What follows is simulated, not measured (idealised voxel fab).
A process module follows: voxel capacitor over wiring.
We display cut, a cross-section 240 nm in width whose square cells are each 5 nm.
A cross-section is a grid of square cells, given in bands from the top down. A band is one or more rows of cells.
The entry gives the band's vertical extent as a top height and a bottom height in nm, then its horizontal make-up as materials from left to right, each with a width in nm. "air" stands for empty space; a single material marked "throughout" fills the band edge to edge.
It should be noted that heights are counted from 0, beneath which the wafer as supplied is of one material throughout, and that the lowest band possesses no lower boundary but continues downward, as written in "from 0 down".
Quick explanation for "30 to 40": the width changes in equal steps down the rows of cells, from the first number in the band's top row to the second number in its bottom row.
"nothing changed" after a step means that no cell of the cross-section changed.
"Unvented cavities" contains a list of empty spaces, each no smaller than 8 cells and without an open way to the top, written in the form width x height at distance with the distance from the left edge and all three in nm.
Note: text after step settings on the step line = simulator remark on that step.
A step line may carry the setting "overlay nm", which, for steps involving a mask, states the distance by which the mask lay to the right of its intended position; negative values denote displacement to the left.
Listed below are the process steps as planned:
1,RECEIVE with material Si
2,CONFORMAL_DEP with material SiO2, thk nm 15
3,DIRECTIONAL_DEP with material TiN, thk nm 5
4,DIRECTIONAL_DEP with material W, thk nm 25
5,PATTERN with tone cover, mask id METAL_1, material resist, width nm 25, pitch nm 90, thk nm 20, overlay nm 0
6,DIRECTIONAL_ETCH with etch materials W, depth nm 25
7,DIRECTIONAL_ETCH with etch materials TiN, depth nm 5
8,STRIP with etch materials resist
9,CONFORMAL_DEP with material SiN, thk nm 5
10,FILL_DEP with material lowk, thk nm 5
11,CMP with height nm 45
12,CONFORMAL_DEP with material SiCN, thk nm 5
13,DIRECTIONAL_DEP with material SiO2, thk nm 15
14,DIRECTIONAL_DEP with material aC, thk nm 15
15,PATTERN with tone open, mask id PLUG_1, material resist, width nm 15, thk nm 30, overlay nm 0
16,DIRECTIONAL_ETCH with etch materials aC, depth nm 15
17,STRIP with etch materials resist
18,DIRECTIONAL_ETCH with etch materials SiO2, depth nm 15
19,DIRECTIONAL_ETCH with etch materials SiCN, depth nm 5
20,STRIP with etch materials aC
21,CONFORMAL_DEP with material TiN, thk nm 5
22,FILL_DEP with material Ru, thk nm 10
23,CMP with height nm 65
24,DIRECTIONAL_DEP with material TiN, thk nm 5
25,DIRECTIONAL_DEP with material Al2O3, thk nm 5
26,DIRECTIONAL_DEP with material TiN, thk nm 5
27,DIRECTIONAL_DEP with material aC, thk nm 10
28,PATTERN with tone cover, mask id UPPER_PLATE, material resist, width nm 70, thk nm 25, overlay nm 0
29,DIRECTIONAL_ETCH with etch materials aC, depth nm 10
30,STRIP with etch materials resist
31,DIRECTIONAL_ETCH with etch materials TiN, depth nm 5
32,DIRECTIONAL_ETCH with etch materials Al2O3, depth nm 5
33,STRIP with etch materials aC
34,PATTERN with tone cover, mask id LOWER_PLATE, material resist, width nm 80, thk nm 15, overlay nm 0
35,DIRECTIONAL_ETCH with etch materials TiN, depth nm 5
36,STRIP with etch materials resist
37,FILL_DEP with material SiO2, thk nm 15
38,CMP with height nm 90
39,PATTERN with tone open, mask id PLUG_2, material resist, width nm 15, thk nm 15, overlay nm 0
40,DIRECTIONAL_ETCH with etch materials SiO2, depth nm 10
41,STRIP with etch materials resist
42,CONFORMAL_DEP with material TiN, thk nm 5
43,FILL_DEP with material Ru, thk nm 5
44,CMP with height nm 90
45,CONFORMAL_DEP with material SiN, thk nm 5
Cross-section of the incoming wafer, state after step 1:
> from 0 down | Si throughout
> Unvented cavities: none
Wafer at module end, in section. Began as above, planned as above, run with one mistake:
> from 95 to 90 | SiN throughout
> from 90 to 85 | 80 SiO2 / 5 TiN / 5 Ru / 5 TiN / 145 SiO2
> from 85 to 75 | 80 to 65 SiO2 / 15 to 80 TiN / 145 to 95 SiO2
> from 75 to 70 | 65 SiO2 / 80 Al2O3 / 95 SiO2
> from 70 to 65 | 65 SiO2 / 80 TiN / 95 SiO2
> from 65 to 50 | 70 SiO2 / 5 TiN / 5 Ru / 5 TiN / 155 SiO2
> from 50 to 45 | 70 SiCN / 15 TiN / 155 SiCN
> from 45 to 20 | 55 lowk / 5 SiN / 25 W / 5 SiN / 55 lowk / 5 SiN / 25 W / 5 SiN / 60 lowk
> from 20 to 15 | 60 SiN / 25 TiN / 65 SiN / 25 TiN / 65 SiN
> from 15 to 0 | SiO2 throughout
> from 0 down | Si throughout
> Unvented cavities: none
What was done differently from what was planned? step 28 ran with different settings than intended, the actual operation and settings being PATTERN with tone cover, mask id UPPER_PLATE, material resist, width nm 80, thk nm 25, overlay nm 0
